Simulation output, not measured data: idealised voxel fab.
process module | voxel wiring stack
cross-section cut | 220 nm wide | cells 5 nm
A cross-section is a grid of square cells, given in bands from the top down. A band is one or more rows of cells.
Each band's line starts with the height of the band's top and of its bottom, in nm. Then come its materials from left to right, each with its width in nm. One material with "throughout" fills the band from edge to edge. "air" is empty space.
Height 0 is the level under which the wafer as received is all one material. The lowest band goes on downwards, as in "0 down".
A width such as "30 to 40" changes by the same amount from each row of cells to the next, from the band's top row to its bottom row.
"no change" after a step means that no cell of the cross-section changed.
closed voids: empty space of 8 cells or more with no open way to the top, each as width x height at its distance from the left edge, in nm
after a step's settings: what the simulator itself notes on the step
overlay nm, on a step with a mask: how far to the right of its planned place the mask lay; to the left if negative
plan
1 op RECEIVE | material Si
2 op CONFORMAL_DEP | material SiO2 | thk nm 15
3 op DIRECTIONAL_DEP | material TiN | thk nm 5
4 op DIRECTIONAL_DEP | material W | thk nm 15
5 op DIRECTIONAL_DEP | material aC | thk nm 10
6 op PATTERN | tone cover | mask id METAL_1 | material resist | width nm 25 | pitch nm 40 | thk nm 30 | overlay nm 0
7 op DIRECTIONAL_ETCH | etch materials aC | depth nm 10
8 op STRIP | etch materials resist
9 op DIRECTIONAL_ETCH | etch materials W | depth nm 15
10 op DIRECTIONAL_ETCH | etch materials TiN | depth nm 5
11 op STRIP | etch materials aC
12 op CONFORMAL_DEP | material SiCN | thk nm 5
13 op FILL_DEP | material SiO2 | thk nm 5
14 op CMP | height nm 35
15 op CONFORMAL_DEP | material SiCN | thk nm 5
16 op DIRECTIONAL_DEP | material SiO2 | thk nm 30
17 op DIRECTIONAL_DEP | material aC | thk nm 10
18 op PATTERN | tone open | mask id METAL_2 | material resist | width nm 25 | pitch nm 40 | thk nm 30 | overlay nm 0
19 op DIRECTIONAL_ETCH | etch materials aC | depth nm 10
20 op STRIP | etch materials resist
21 op DIRECTIONAL_ETCH | etch materials SiO2 | depth nm 15
22 op STRIP | etch materials aC
23 op MASKED_ETCH | tone open | mask id METAL_2_HOLES | width nm 15 | pitch nm 40 | etch materials SiO2 | depth nm 15 | overlay nm 0
24 op MASKED_ETCH | tone open | mask id METAL_2_HOLES | width nm 15 | pitch nm 40 | etch materials SiCN | depth nm 5 | overlay nm 0
25 op CONFORMAL_DEP | material TiN | thk nm 5
26 op FILL_DEP | material Cu | thk nm 10
27 op CMP | height nm 70
28 op CONFORMAL_DEP | material SiN | thk nm 5
as received, after step 1
  0 down: Si throughout
  closed voids: none
first wafer at the end, as planned
  75 to 70: SiN throughout
  70 to 60: SiO2 75 | TiN 5 | Cu 15 | TiN 5 | SiO2 15 | TiN 5 | Cu 15 | TiN 5 | SiO2 80
  60 to 55: SiO2 75 | TiN 5 | Cu 5 | TiN 15 | SiO2 15 | TiN 5 | Cu 5 | TiN 15 | SiO2 80
  55 to 40: SiO2 75 | TiN 5 | Cu 5 | TiN 5 | SiO2 25 | TiN 5 | Cu 5 | TiN 5 | SiO2 90
  40 to 35: SiCN 75 | TiN 15 | SiCN 25 | TiN 15 | SiCN 90
  35 to 20: SiO2 70 | SiCN 5 | W 25 | SiCN 5 | SiO2 5 | SiCN 5 | W 25 | SiCN 5 | SiO2 75
  20 to 15: SiCN 75 | TiN 25 | SiCN 15 | TiN 25 | SiCN 80
  15 to 0: SiO2 throughout
  0 down: Si throughout
  closed voids: none
second wafer at the end: like start, like plan, one mistake
  75 to 70: SiN throughout
  70 to 60: SiO2 75 | TiN 5 | Cu 15 | TiN 5 | SiO2 15 | TiN 5 | Cu 15 | TiN 5 | SiO2 80
  60 to 55: SiO2 75 | TiN 5 | Cu 5 | TiN 15 | SiO2 15 | TiN 5 | Cu 5 | TiN 15 | SiO2 80
  55 to 40: SiO2 75 | TiN 5 | Cu 5 | TiN 5 | SiO2 25 | TiN 5 | Cu 5 | TiN 5 | SiO2 90
  40 to 35: SiCN 75 | TiN 15 | SiCN 25 | TiN 15 | SiCN 90
  35 to 20: SiO2 60 | SiCN 5 | W 25 | SiCN 5 | SiO2 5 | SiCN 5 | W 25 | SiCN 5 | SiO2 85
  20 to 15: SiCN 65 | TiN 25 | SiCN 15 | TiN 25 | SiCN 90
  15 to 0: SiO2 throughout
  0 down: Si throughout
  closed voids: none
what went wrong: step 6 ran as: op PATTERN | tone cover | mask id METAL_1 | material resist | width nm 25 | pitch nm 40 | thk nm 30 | overlay nm -10
at the end the second wafer has, in cells: as many of each material as the first, in other places
